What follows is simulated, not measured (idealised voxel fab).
Process module, titled voxel self aligned vias
The figure presents cross-section cut, which has a width of 265 nm and is divided into square cells with an edge length of 5 nm.
We lay out every cross-section as a grid of square cells and spell it out in bands from the top down, where one band means one or more rows of cells.
A band entry consists of two parts. The first gives the height of the band's top and the height of its bottom, in nm. The rest lists the band's materials from left to right, each with its width in nm. A single material labelled with the word "throughout" fills the band from edge to edge, and the word "blank" marks empty space.
Basically, 0 is our baseline, since under it the wafer straight out of the box is all one material. The bottom band has no lower end and keeps on going down, so it looks like "z 0 and below".
The width entry "30..40" should be interpreted row by row: the top row of cells in the band takes the first number, the bottom row takes the second number, and the change between adjacent rows is uniform throughout.
Step marked "nothing got changed"? Then no cell in the cross-section changed in it.
"Sealed internal cavities": empty spaces of 8 cells or more with no open way to the top, each given as width x height at distance, distance from the left edge, all in nm.
Text after the settings on a step's line: the simulator's own remark on that step.
overlay nm: for a step with a mask, the amount by which the mask lay right of where it was planned; a negative amount means left of it.
[List of planned process steps]
1,RECEIVE (material Si)
2,CONFORMAL_DEP (material SiO2; thk nm 15)
3,CONFORMAL_DEP (material SiCN; thk nm 5)
4,DIRECTIONAL_DEP (material SiO2; thk nm 30)
5,MASKED_ETCH (tone open; mask id LINES; width nm 25; pitch nm 60; etch materials SiO2; depth nm 30; overlay nm 0)
6,CONFORMAL_DEP (material TiN; thk nm 5)
7,FILL_DEP (material W; thk nm 5)
8,CMP (height nm 50)
9,SELECTIVE_ETCH (etch materials W Ru TiN; depth nm 10)
10,FILL_DEP (material SiN; thk nm 10)
11,CMP (height nm 50)
12,DIRECTIONAL_DEP (material SiO2; thk nm 15)
13,MASKED_ETCH (tone open; mask id VIAS; width nm 45; pitch nm 60; etch materials SiO2; depth nm 15; overlay nm 0)
14,MASKED_ETCH (tone open; mask id VIAS; width nm 45; pitch nm 60; etch materials SiN; depth nm 5; overlay nm 0)
15,CONFORMAL_DEP (material TiN; thk nm 5)
16,FILL_DEP (material Ru; thk nm 5)
17,CMP (height nm 65)
18,CONFORMAL_DEP (material SiCN; thk nm 5)
All wafers enter the flow in the same state. The depth nm at step 14 differs from wafer to wafer, and the plan gives the value for the first wafer.
[Cross-section of the first of several wafers as received (after step 1)]
  z 0 and below: Si throughout
  Sealed internal cavities: none
[First of several wafers, sectioned at end of module (last step: step 18)]
  z 70 to 65: SiCN throughout
  z 65 to 55: 50 nm SiO2 / 5 nm TiN / 35 nm Ru / 5 nm TiN / 15 nm SiO2 / 5 nm TiN / 35 nm Ru / 5 nm TiN / 15 nm SiO2 / 5 nm TiN / 35 nm Ru / 5 nm TiN / 50 nm SiO2
  z 55 to 50: 50 nm SiO2 / 15 nm TiN / 15 nm Ru / 15 nm TiN / 15 nm SiO2 / 15 nm TiN / 15 nm Ru / 15 nm TiN / 15 nm SiO2 / 15 nm TiN / 15 nm Ru / 15 nm TiN / 50 nm SiO2
  z 50 to 45: 60 nm SiO2 / 25 nm TiN / 35 nm SiO2 / 25 nm TiN / 35 nm SiO2 / 25 nm TiN / 60 nm SiO2
  z 45 to 40: 60 nm SiO2 / 25 nm SiN / 35 nm SiO2 / 25 nm SiN / 35 nm SiO2 / 25 nm SiN / 60 nm SiO2
  z 40 to 25: 60 nm SiO2 / 5 nm TiN / 15 nm W / 5 nm TiN / 35 nm SiO2 / 5 nm TiN / 15 nm W / 5 nm TiN / 35 nm SiO2 / 5 nm TiN / 15 nm W / 5 nm TiN / 60 nm SiO2
  z 25 to 20: 60 nm SiO2 / 25 nm TiN / 35 nm SiO2 / 25 nm TiN / 35 nm SiO2 / 25 nm TiN / 60 nm SiO2
  z 20 to 15: SiCN throughout
  z 15 to 0: SiO2 throughout
  z 0 and below: Si throughout
  Sealed internal cavities: none
[X-section, last wafer, module end]
  z 70 to 65: SiCN throughout
  z 65 to 55: 50 nm SiO2 / 5 nm TiN / 35 nm Ru / 5 nm TiN / 15 nm SiO2 / 5 nm TiN / 35 nm Ru / 5 nm TiN / 15 nm SiO2 / 5 nm TiN / 35 nm Ru / 5 nm TiN / 50 nm SiO2
  z 55 to 45: 50..60 nm SiO2 / 15..5 nm TiN / 15 nm Ru / 15..5 nm TiN / 15..35 nm SiO2 / 15..5 nm TiN / 15 nm Ru / 15..5 nm TiN / 15..35 nm SiO2 / 15..5 nm TiN / 15 nm Ru / 15..5 nm TiN / 50..60 nm SiO2
  z 45 to 40: 60 nm SiO2 / 25 nm TiN / 35 nm SiO2 / 25 nm TiN / 35 nm SiO2 / 25 nm TiN / 60 nm SiO2
  z 40 to 25: 60 nm SiO2 / 5 nm TiN / 15 nm W / 5 nm TiN / 35 nm SiO2 / 5 nm TiN / 15 nm W / 5 nm TiN / 35 nm SiO2 / 5 nm TiN / 15 nm W / 5 nm TiN / 60 nm SiO2
  z 25 to 20: 60 nm SiO2 / 25 nm TiN / 35 nm SiO2 / 25 nm TiN / 35 nm SiO2 / 25 nm TiN / 60 nm SiO2
  z 20 to 15: SiCN throughout
  z 15 to 0: SiO2 throughout
  z 0 and below: Si throughout
  Sealed internal cavities: none
[Tabulated below, wafer by wafer, are the end-of-module results: for each material, the number of cells gained (+) or lost (-) relative to the as-received state, followed by the closed voids]
depth nm 5, +51 Ru, +106 SiCN, +15 SiN, +465 SiO2, +78 TiN, +27 W, Sealed internal cavities: none
depth nm 10, +60 Ru, +106 SiCN, +465 SiO2, +84 TiN, +27 W, Sealed internal cavities: none
depth nm 15, +60 Ru, +106 SiCN, +465 SiO2, +84 TiN, +27 W, Sealed internal cavities: none
depth nm 20, +60 Ru, +106 SiCN, +465 SiO2, +84 TiN, +27 W, Sealed internal cavities: none
depth nm 25, +60 Ru, +106 SiCN, +465 SiO2, +84 TiN, +27 W, Sealed internal cavities: none
